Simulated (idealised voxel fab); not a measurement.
process module | voxel self aligned vias
cross-section cut | 250 nm wide | cells 5 nm
A cross-section is a grid of square cells, given in bands from the top down. A band is one or more rows of cells.
Each band's line starts with the height of the band's top and of its bottom, in nm. Then come its materials from left to right, each with its width in nm. One material with "throughout" fills the band from edge to edge. "air" is empty space.
Height 0 is the level under which the wafer as received is all one material. The lowest band goes on downwards, as in "0 down".
A width such as "30 to 40" changes by the same amount from each row of cells to the next, from the band's top row to its bottom row.
"no change" after a step means that no cell of the cross-section changed.
closed voids: empty space of 8 cells or more with no open way to the top, each as width x height at its distance from the left edge, in nm
after a step's settings: what the simulator itself notes on the step
overlay nm, on a step with a mask: how far to the right of its planned place the mask lay; to the left if negative
plan
1 op RECEIVE | material Si
2 op CONFORMAL_DEP | material SiO2 | thk nm 15
3 op CONFORMAL_DEP | material SiCN | thk nm 5
4 op DIRECTIONAL_DEP | material lowk | thk nm 25
5 op PATTERN | tone open | mask id LINES | material resist | width nm 20 | pitch nm 55 | thk nm 20 | overlay nm 0
6 op DIRECTIONAL_ETCH | etch materials lowk | depth nm 25
7 op STRIP | etch materials resist
8 op CONFORMAL_DEP | material TiN | thk nm 5
9 op FILL_DEP | material W | thk nm 5
10 op CMP | height nm 45
11 op SELECTIVE_ETCH | etch materials W Ru TiN | depth nm 5
12 op FILL_DEP | material SiN | thk nm 10
13 op CMP | height nm 45
14 op DIRECTIONAL_DEP | material lowk | thk nm 20
15 op DIRECTIONAL_DEP | material aC | thk nm 10
16 op PATTERN | tone open | mask id VIAS | material resist | width nm 40 | pitch nm 55 | thk nm 25 | overlay nm 0
17 op DIRECTIONAL_ETCH | etch materials aC | depth nm 10
18 op STRIP | etch materials resist
19 op DIRECTIONAL_ETCH | etch materials lowk | depth nm 20
20 op DIRECTIONAL_ETCH | etch materials SiN | depth nm 5
21 op STRIP | etch materials aC
22 op CONFORMAL_DEP | material TiN | thk nm 5
23 op FILL_DEP | material Ru | thk nm 10
24 op CMP | height nm 65
25 op CONFORMAL_DEP | material SiCN | thk nm 5
varied across the wafers: thk nm of step 25. The plan shows the first wafer's value. All wafers start alike
first wafer as received, after step 1
  0 down: Si throughout
  closed voids: none
each wafer at the end: cells of each material gained (+) or lost (-) since it was received, then its closed voids
thk nm 5 | +60 Ru | +100 SiCN | +150 SiO2 | +78 TiN | +18 W | +294 lowk | closed voids: none
thk nm 10 | +60 Ru | +150 SiCN | +150 SiO2 | +78 TiN | +18 W | +294 lowk | closed voids: none
thk nm 15 | +60 Ru | +200 SiCN | +150 SiO2 | +78 TiN | +18 W | +294 lowk | closed voids: none
thk nm 20 | +60 Ru | +250 SiCN | +150 SiO2 | +78 TiN | +18 W | +294 lowk | closed voids: none
